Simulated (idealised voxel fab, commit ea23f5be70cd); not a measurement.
Title: Process Module voxel wiring stack
Cross-sectional view cut (width: 290 nm; square cell size: 5 nm).
This document writes a cross-section as a grid whose cells are square, and gives it as bands, listed from the top down; one or more rows of cells form a band.
For a band, the entry starts with two heights in nm, that of the top and then that of the bottom, and carries on with the band's materials in order from left to right, each alongside its width in nm; the word "all across" beside a single material means it fills the band edge to edge, and "empty" means empty space.
All heights in this document are referenced to 0, defined as the level beneath which the wafer, as received, consists entirely of one material. The lowest band is not bounded below; it extends indefinitely downward and is written in the form "from 0 down".
The width entry "30 to 40" should be interpreted row by row: the top row of cells in the band takes the first number, the bottom row takes the second number, and the change between adjacent rows is uniform throughout.
Where the words "nothing different" appear for a step, the cross-section shows no cell changed by that step; every cell remained as before.
Non-vented voids: empty space of 8 cells or more with no open way to the top, each as width x height at its distance from the left edge, in nm
What comes after the settings on a step's line is commentary from the simulator itself on that step.
"overlay nm" denotes, for a step that has a mask, the displacement of the mask to the right of its planned place, with negative values corresponding to the left.
So here's the lineup of process steps we planned
1: op RECEIVE | material Si
2: op CONFORMAL_DEP | material SiO2 | thk nm 10
3: op CONFORMAL_DEP | material SiCN | thk nm 5
4: op DIRECTIONAL_DEP | material SiO2 | thk nm 25
5: op MASKED_ETCH | tone open | mask id METAL_1 | width nm 20 | pitch nm 45 | etch materials SiO2 | depth nm 25 | overlay nm 0
6: op MASKED_ETCH | tone open | mask id METAL_1 | width nm 20 | pitch nm 45 | etch materials SiCN | depth nm 5 | overlay nm 0
7: op CONFORMAL_DEP | material TiN | thk nm 5
8: op FILL_DEP | material Cu | thk nm 5
9: op CMP | height nm 40
10: op CONFORMAL_DEP | material SiCN | thk nm 5
11: op DIRECTIONAL_DEP | material SiO2 | thk nm 30
12: op MASKED_ETCH | tone open | mask id METAL_2 | width nm 20 | pitch nm 45 | etch materials SiO2 | depth nm 15 | overlay nm 0
13: op PATTERN | tone open | mask id METAL_2_HOLES | material resist | width nm 15 | thk nm 15 | overlay nm 0
14: op DIRECTIONAL_ETCH | etch materials SiO2 | depth nm 15
15: op DIRECTIONAL_ETCH | etch materials SiCN | depth nm 5
16: op STRIP | etch materials resist
17: op CONFORMAL_DEP | material TiN | thk nm 5
18: op FILL_DEP | material Cu | thk nm 5
19: op CMP | height nm 75
20: op CONFORMAL_DEP | material SiCN | thk nm 5
21: op DIRECTIONAL_DEP | material lowk | thk nm 30
22: op PATTERN | tone open | mask id METAL_3_HOLES | material resist | width nm 15 | pitch nm 45 | thk nm 20 | overlay nm 0
23: op DIRECTIONAL_ETCH | etch materials lowk | depth nm 30
24: op STRIP | etch materials resist
25: op MASKED_ETCH | tone open | mask id METAL_3 | width nm 20 | pitch nm 45 | etch materials lowk | depth nm 15 | overlay nm 0
26: op MASKED_ETCH | tone open | mask id METAL_3 | width nm 20 | pitch nm 45 | etch materials SiCN | depth nm 5 | overlay nm 0
27: op CONFORMAL_DEP | material TiN | thk nm 5
28: op FILL_DEP | material Ru | thk nm 5
29: op CMP | height nm 110
30: op CONFORMAL_DEP | material SiCN | thk nm 5
31: op DIRECTIONAL_DEP | material lowk | thk nm 35
32: op DIRECTIONAL_DEP | material aC | thk nm 10
33: op PATTERN | tone open | mask id METAL_4_HOLES | material resist | width nm 15 | thk nm 25 | overlay nm 0
34: op DIRECTIONAL_ETCH | etch materials aC | depth nm 10
35: op STRIP | etch materials resist
36: op DIRECTIONAL_ETCH | etch materials lowk | depth nm 35
37: op STRIP | etch materials aC
38: op PATTERN | tone open | mask id METAL_4 | material resist | width nm 20 | pitch nm 45 | thk nm 15 | overlay nm 0
39: op DIRECTIONAL_ETCH | etch materials lowk | depth nm 20
40: op DIRECTIONAL_ETCH | etch materials SiCN | depth nm 5
41: op STRIP | etch materials resist
42: op CONFORMAL_DEP | material TiN | thk nm 5
43: op FILL_DEP | material Cu | thk nm 10
44: op CMP | height nm 150
45: op CONFORMAL_DEP | material SiN | thk nm 5
Account of the first of two wafers, which was processed as intended
Here's what the wafer looked like in cross-section when it arrived - that's after step 1
  from 0 down | Si all across
  Non-vented voids: none
The wafer in cross-section once step 2 is complete
  from 10 to 0 | SiO2 all across
  No changes below 0.
The wafer in cross-section once step 3 is complete
  from 15 to 10 | SiCN all across
  No changes below 10.
The wafer in cross-section once step 4 is complete
  from 40 to 15 | SiO2 all across
  No changes below 15.
The wafer in cross-section once step 5 is complete
  from 40 to 15 | SiO2: 110, empty: 20, SiO2: 25, empty: 20, SiO2: 115
  No changes below 15.
The wafer in cross-section once step 6 is complete
  from 40 to 15 | SiO2: 110, empty: 20, SiO2: 25, empty: 20, SiO2: 115
  from 15 to 10 | SiCN: 110, empty: 20, SiCN: 25, empty: 20, SiCN: 115
  No changes below 10.
The wafer in cross-section once step 7 is complete
  from 45 to 40 | TiN: 115, empty: 10, TiN: 35, empty: 10, TiN: 120
  from 40 to 15 | SiO2: 110, TiN: 5, empty: 10, TiN: 5, SiO2: 25, TiN: 5, empty: 10, TiN: 5, SiO2: 115
  from 15 to 10 | SiCN: 110, TiN: 20, SiCN: 25, TiN: 20, SiCN: 115
  No changes below 10.
The wafer in cross-section once step 8 is complete
  from 50 to 45 | Cu all across
  from 45 to 40 | TiN: 115, Cu: 10, TiN: 35, Cu: 10, TiN: 120
  from 40 to 15 | SiO2: 110, TiN: 5, Cu: 10, TiN: 5, SiO2: 25, TiN: 5, Cu: 10, TiN: 5, SiO2: 115
  No changes below 15.
The wafer in cross-section once step 9 is complete
  from 40 to 15 | SiO2: 110, TiN: 5, Cu: 10, TiN: 5, SiO2: 25, TiN: 5, Cu: 10, TiN: 5, SiO2: 115
  No changes below 15.
The wafer in cross-section once step 10 is complete
  from 45 to 40 | SiCN all across
  No changes below 40.
The wafer in cross-section once step 11 is complete
  from 75 to 45 | SiO2 all across
  No changes below 45.
The wafer in cross-section once step 12 is complete
  from 75 to 60 | SiO2: 110, empty: 20, SiO2: 25, empty: 20, SiO2: 115
  No changes below 60.
The wafer in cross-section once step 13 is complete
  from 90 to 75 | resist: 110, empty: 15, resist: 165
  from 75 to 60 | SiO2: 110, empty: 15, resist: 5, SiO2: 25, resist: 20, SiO2: 115
  No changes below 60.
The wafer in cross-section once step 14 is complete
  from 90 to 75 | resist: 110, empty: 15, resist: 165
  from 75 to 60 | SiO2: 110, empty: 15, resist: 5, SiO2: 25, resist: 20, SiO2: 115
  from 60 to 45 | SiO2: 110, empty: 15, SiO2: 165
  No changes below 45.
The wafer in cross-section once step 15 is complete
  from 90 to 75 | resist: 110, empty: 15, resist: 165
  from 75 to 60 | SiO2: 110, empty: 15, resist: 5, SiO2: 25, resist: 20, SiO2: 115
  from 60 to 45 | SiO2: 110, empty: 15, SiO2: 165
  from 45 to 40 | SiCN: 110, empty: 15, SiCN: 165
  No changes below 40.
The wafer in cross-section once step 16 is complete
  from 75 to 60 | SiO2: 110, empty: 20, SiO2: 25, empty: 20, SiO2: 115
  No changes below 60.
The wafer in cross-section once step 17 is complete
  from 80 to 75 | TiN: 115, empty: 10, TiN: 35, empty: 10, TiN: 120
  from 75 to 65 | SiO2: 110, TiN: 5, empty: 10, TiN: 5, SiO2: 25, TiN: 5, empty: 10, TiN: 5, SiO2: 115
  from 65 to 60 | SiO2: 110, TiN: 5, empty: 5, TiN: 10, SiO2: 25, TiN: 20, SiO2: 115
  from 60 to 45 | SiO2: 110, TiN: 5, empty: 5, TiN: 5, SiO2: 165
  from 45 to 40 | SiCN: 110, TiN: 15, SiCN: 165
  No changes below 40.
The wafer in cross-section once step 18 is complete
  from 85 to 80 | Cu all across
  from 80 to 75 | TiN: 115, Cu: 10, TiN: 35, Cu: 10, TiN: 120
  from 75 to 65 | SiO2: 110, TiN: 5, Cu: 10, TiN: 5, SiO2: 25, TiN: 5, Cu: 10, TiN: 5, SiO2: 115
  from 65 to 60 | SiO2: 110, TiN: 5, Cu: 5, TiN: 10, SiO2: 25, TiN: 20, SiO2: 115
  from 60 to 45 | SiO2: 110, TiN: 5, Cu: 5, TiN: 5, SiO2: 165
  No changes below 45.
The wafer in cross-section once step 19 is complete
  from 75 to 65 | SiO2: 110, TiN: 5, Cu: 10, TiN: 5, SiO2: 25, TiN: 5, Cu: 10, TiN: 5, SiO2: 115
  No changes below 65.
The wafer in cross-section once step 20 is complete
  from 80 to 75 | SiCN all across
  No changes below 75.
The wafer in cross-section once step 21 is complete
  from 110 to 80 | lowk all across
  No changes below 80.
The wafer in cross-section once step 22 is complete
  from 130 to 110 | resist: 110, empty: 15, resist: 30, empty: 15, resist: 120
  No changes below 110.
The wafer in cross-section once step 23 is complete
  from 130 to 110 | resist: 110, empty: 15, resist: 30, empty: 15, resist: 120
  from 110 to 80 | lowk: 110, empty: 15, lowk: 30, empty: 15, lowk: 120
  No changes below 80.
The wafer in cross-section once step 24 is complete
  from 110 to 80 | lowk: 110, empty: 15, lowk: 30, empty: 15, lowk: 120
  No changes below 80.
The wafer in cross-section once step 25 is complete
  from 110 to 95 | lowk: 110, empty: 20, lowk: 25, empty: 20, lowk: 115
  No changes below 95.
The wafer in cross-section once step 26 is complete
  from 110 to 95 | lowk: 110, empty: 20, lowk: 25, empty: 20, lowk: 115
  from 95 to 80 | lowk: 110, empty: 15, lowk: 30, empty: 15, lowk: 120
  from 80 to 75 | SiCN: 110, empty: 15, SiCN: 30, empty: 15, SiCN: 120
  No changes below 75.
The wafer in cross-section once step 27 is complete
  from 115 to 110 | TiN: 115, empty: 10, TiN: 35, empty: 10, TiN: 120
  from 110 to 100 | lowk: 110, TiN: 5, empty: 10, TiN: 5, lowk: 25, TiN: 5, empty: 10, TiN: 5, lowk: 115
  from 100 to 95 | lowk: 110, TiN: 5, empty: 5, TiN: 10, lowk: 25, TiN: 5, empty: 5, TiN: 10, lowk: 115
  from 95 to 80 | lowk: 110, TiN: 5, empty: 5, TiN: 5, lowk: 30, TiN: 5, empty: 5, TiN: 5, lowk: 120
  from 80 to 75 | SiCN: 110, TiN: 15, SiCN: 30, TiN: 15, SiCN: 120
  No changes below 75.
The wafer in cross-section once step 28 is complete
  from 120 to 115 | Ru all across
  from 115 to 110 | TiN: 115, Ru: 10, TiN: 35, Ru: 10, TiN: 120
  from 110 to 100 | lowk: 110, TiN: 5, Ru: 10, TiN: 5, lowk: 25, TiN: 5, Ru: 10, TiN: 5, lowk: 115
  from 100 to 95 | lowk: 110, TiN: 5, Ru: 5, TiN: 10, lowk: 25, TiN: 5, Ru: 5, TiN: 10, lowk: 115
  from 95 to 80 | lowk: 110, TiN: 5, Ru: 5, TiN: 5, lowk: 30, TiN: 5, Ru: 5, TiN: 5, lowk: 120
  No changes below 80.
The wafer in cross-section once step 29 is complete
  from 110 to 100 | lowk: 110, TiN: 5, Ru: 10, TiN: 5, lowk: 25, TiN: 5, Ru: 10, TiN: 5, lowk: 115
  No changes below 100.
The wafer in cross-section once step 30 is complete
  from 115 to 110 | SiCN all across
  No changes below 110.
The wafer in cross-section once step 31 is complete
  from 150 to 115 | lowk all across
  No changes below 115.
The wafer in cross-section once step 32 is complete
  from 160 to 150 | aC all across
  No changes below 150.
The wafer in cross-section once step 33 is complete
  from 185 to 160 | resist: 110, empty: 15, resist: 165
  No changes below 160.
The wafer in cross-section once step 34 is complete
  from 175 to 160 | resist: 110, empty: 15, resist: 165
  from 160 to 150 | aC: 110, empty: 15, aC: 165
  No changes below 150.
The wafer in cross-section once step 35 is complete
  from 160 to 150 | aC: 110, empty: 15, aC: 165
  No changes below 150.
The wafer in cross-section once step 36 is complete
  from 160 to 150 | aC: 110, empty: 15, aC: 165
  from 150 to 115 | lowk: 110, empty: 15, lowk: 165
  No changes below 115.
The wafer in cross-section once step 37 is complete
  from 150 to 115 | lowk: 110, empty: 15, lowk: 165
  No changes below 115.
The wafer in cross-section once step 38 is complete
  from 165 to 150 | resist: 110, empty: 20, resist: 25, empty: 20, resist: 115
  No changes below 150.
The wafer in cross-section once step 39 is complete
  from 165 to 150 | resist: 110, empty: 20, resist: 25, empty: 20, resist: 115
  from 150 to 130 | lowk: 110, empty: 20, lowk: 25, empty: 20, lowk: 115
  No changes below 130.
The wafer in cross-section once step 40 is complete
  from 165 to 150 | resist: 110, empty: 20, resist: 25, empty: 20, resist: 115
  from 150 to 130 | lowk: 110, empty: 20, lowk: 25, empty: 20, lowk: 115
  from 130 to 115 | lowk: 110, empty: 15, lowk: 165
  from 115 to 110 | SiCN: 110, empty: 15, SiCN: 165
  No changes below 110.
The wafer in cross-section once step 41 is complete
  from 150 to 130 | lowk: 110, empty: 20, lowk: 25, empty: 20, lowk: 115
  No changes below 130.
The wafer in cross-section once step 42 is complete
  from 155 to 150 | TiN: 115, empty: 10, TiN: 35, empty: 10, TiN: 120
  from 150 to 135 | lowk: 110, TiN: 5, empty: 10, TiN: 5, lowk: 25, TiN: 5, empty: 10, TiN: 5, lowk: 115
  from 135 to 130 | lowk: 110, TiN: 5, empty: 5, TiN: 10, lowk: 25, TiN: 20, lowk: 115
  from 130 to 115 | lowk: 110, TiN: 5, empty: 5, TiN: 5, lowk: 165
  from 115 to 110 | SiCN: 110, TiN: 15, SiCN: 165
  No changes below 110.
The wafer in cross-section once step 43 is complete
  from 165 to 155 | Cu all across
  from 155 to 150 | TiN: 115, Cu: 10, TiN: 35, Cu: 10, TiN: 120
  from 150 to 135 | lowk: 110, TiN: 5, Cu: 10, TiN: 5, lowk: 25, TiN: 5, Cu: 10, TiN: 5, lowk: 115
  from 135 to 130 | lowk: 110, TiN: 5, Cu: 5, TiN: 10, lowk: 25, TiN: 20, lowk: 115
  from 130 to 115 | lowk: 110, TiN: 5, Cu: 5, TiN: 5, lowk: 165
  No changes below 115.
The wafer in cross-section once step 44 is complete
  from 150 to 135 | lowk: 110, TiN: 5, Cu: 10, TiN: 5, lowk: 25, TiN: 5, Cu: 10, TiN: 5, lowk: 115
  No changes below 135.
The wafer in cross-section once step 45 is complete
  from 155 to 150 | SiN all across
  No changes below 150.
Second of two: same start, same plan, one run error; steps up to and including 19 match the first
Cross-section, second wafer, at the end time the plan gives for step 20
  from 105 to 75 | lowk all across
  No changes below 75.
Cross-section, second wafer, at the end time the plan gives for step 21
  from 110 to 105 | SiCN all across
  No changes below 105.
Cross-section, second wafer, at the end time the plan gives for step 22
  from 130 to 110 | resist: 110, empty: 15, resist: 30, empty: 15, resist: 120
  No changes below 110.
Cross-section, second wafer, at the end time the plan gives for step 23: nothing different
Cross-section, second wafer, at the end time the plan gives for step 24
  from 110 to 105 | SiCN all across
  No changes below 105.
Cross-section, second wafer, at the end time the plan gives for step 25: nothing different
Cross-section, second wafer, at the end time the plan gives for step 26
  from 110 to 105 | SiCN: 110, empty: 20, SiCN: 25, empty: 20, SiCN: 115
  No changes below 105.
Cross-section, second wafer, at the end time the plan gives for step 27
  from 115 to 110 | TiN: 115, empty: 10, TiN: 35, empty: 10, TiN: 120
  from 110 to 105 | SiCN: 110, TiN: 20, SiCN: 25, TiN: 20, SiCN: 115
  No changes below 105.
Cross-section, second wafer, at the end time the plan gives for step 28
  from 120 to 115 | Ru all across
  from 115 to 110 | TiN: 115, Ru: 10, TiN: 35, Ru: 10, TiN: 120
  No changes below 110.
Cross-section, second wafer, at the end time the plan gives for step 29
  from 110 to 105 | SiCN: 110, TiN: 20, SiCN: 25, TiN: 20, SiCN: 115
  No changes below 105.
Cross-section, second wafer, at the end time the plan gives for step 30
  from 115 to 110 | SiCN all across
  No changes below 110.
Cross-section, second wafer, at the end time the plan gives for step 31
  from 150 to 115 | lowk all across
  No changes below 115.
Cross-section, second wafer, at the end time the plan gives for step 32
  from 160 to 150 | aC all across
  No changes below 150.
Cross-section, second wafer, at the end time the plan gives for step 33
  from 185 to 160 | resist: 110, empty: 15, resist: 165
  No changes below 160.
Cross-section, second wafer, at the end time the plan gives for step 34
  from 175 to 160 | resist: 110, empty: 15, resist: 165
  from 160 to 150 | aC: 110, empty: 15, aC: 165
  No changes below 150.
Cross-section, second wafer, at the end time the plan gives for step 35
  from 160 to 150 | aC: 110, empty: 15, aC: 165
  No changes below 150.
Cross-section, second wafer, at the end time the plan gives for step 36
  from 160 to 150 | aC: 110, empty: 15, aC: 165
  from 150 to 115 | lowk: 110, empty: 15, lowk: 165
  No changes below 115.
Cross-section, second wafer, at the end time the plan gives for step 37
  from 150 to 115 | lowk: 110, empty: 15, lowk: 165
  No changes below 115.
Cross-section, second wafer, at the end time the plan gives for step 38
  from 165 to 150 | resist: 110, empty: 20, resist: 25, empty: 20, resist: 115
  No changes below 150.
Cross-section, second wafer, at the end time the plan gives for step 39
  from 165 to 150 | resist: 110, empty: 20, resist: 25, empty: 20, resist: 115
  from 150 to 130 | lowk: 110, empty: 20, lowk: 25, empty: 20, lowk: 115
  No changes below 130.
Cross-section, second wafer, at the end time the plan gives for step 40
  from 165 to 150 | resist: 110, empty: 20, resist: 25, empty: 20, resist: 115
  from 150 to 130 | lowk: 110, empty: 20, lowk: 25, empty: 20, lowk: 115
  from 130 to 115 | lowk: 110, empty: 15, lowk: 165
  from 115 to 110 | SiCN: 110, empty: 15, SiCN: 165
  No changes below 110.
Cross-section, second wafer, at the end time the plan gives for step 41
  from 150 to 130 | lowk: 110, empty: 20, lowk: 25, empty: 20, lowk: 115
  No changes below 130.
Cross-section, second wafer, at the end time the plan gives for step 42
  from 155 to 150 | TiN: 115, empty: 10, TiN: 35, empty: 10, TiN: 120
  from 150 to 135 | lowk: 110, TiN: 5, empty: 10, TiN: 5, lowk: 25, TiN: 5, empty: 10, TiN: 5, lowk: 115
  from 135 to 130 | lowk: 110, TiN: 5, empty: 5, TiN: 10, lowk: 25, TiN: 20, lowk: 115
  from 130 to 115 | lowk: 110, TiN: 5, empty: 5, TiN: 5, lowk: 165
  from 115 to 110 | SiCN: 110, TiN: 15, SiCN: 165
  No changes below 110.
Cross-section, second wafer, at the end time the plan gives for step 43
  from 165 to 155 | Cu all across
  from 155 to 150 | TiN: 115, Cu: 10, TiN: 35, Cu: 10, TiN: 120
  from 150 to 135 | lowk: 110, TiN: 5, Cu: 10, TiN: 5, lowk: 25, TiN: 5, Cu: 10, TiN: 5, lowk: 115
  from 135 to 130 | lowk: 110, TiN: 5, Cu: 5, TiN: 10, lowk: 25, TiN: 20, lowk: 115
  from 130 to 115 | lowk: 110, TiN: 5, Cu: 5, TiN: 5, lowk: 165
  No changes below 115.
Cross-section, second wafer, at the end time the plan gives for step 44
  from 150 to 135 | lowk: 110, TiN: 5, Cu: 10, TiN: 5, lowk: 25, TiN: 5, Cu: 10, TiN: 5, lowk: 115
  No changes below 135.
Cross-section, second wafer, at the end time the plan gives for step 45
  from 155 to 150 | SiN all across
  No changes below 150.
Deviation from plan: steps 20 and 21 run out of order (swapped)
Wrapping up, a cell-based count of both wafers puts the second over or under the first for these materials: 16 fewer of Ru | 2 fewer of SiCN | 24 fewer of TiN | 42 more of lowk
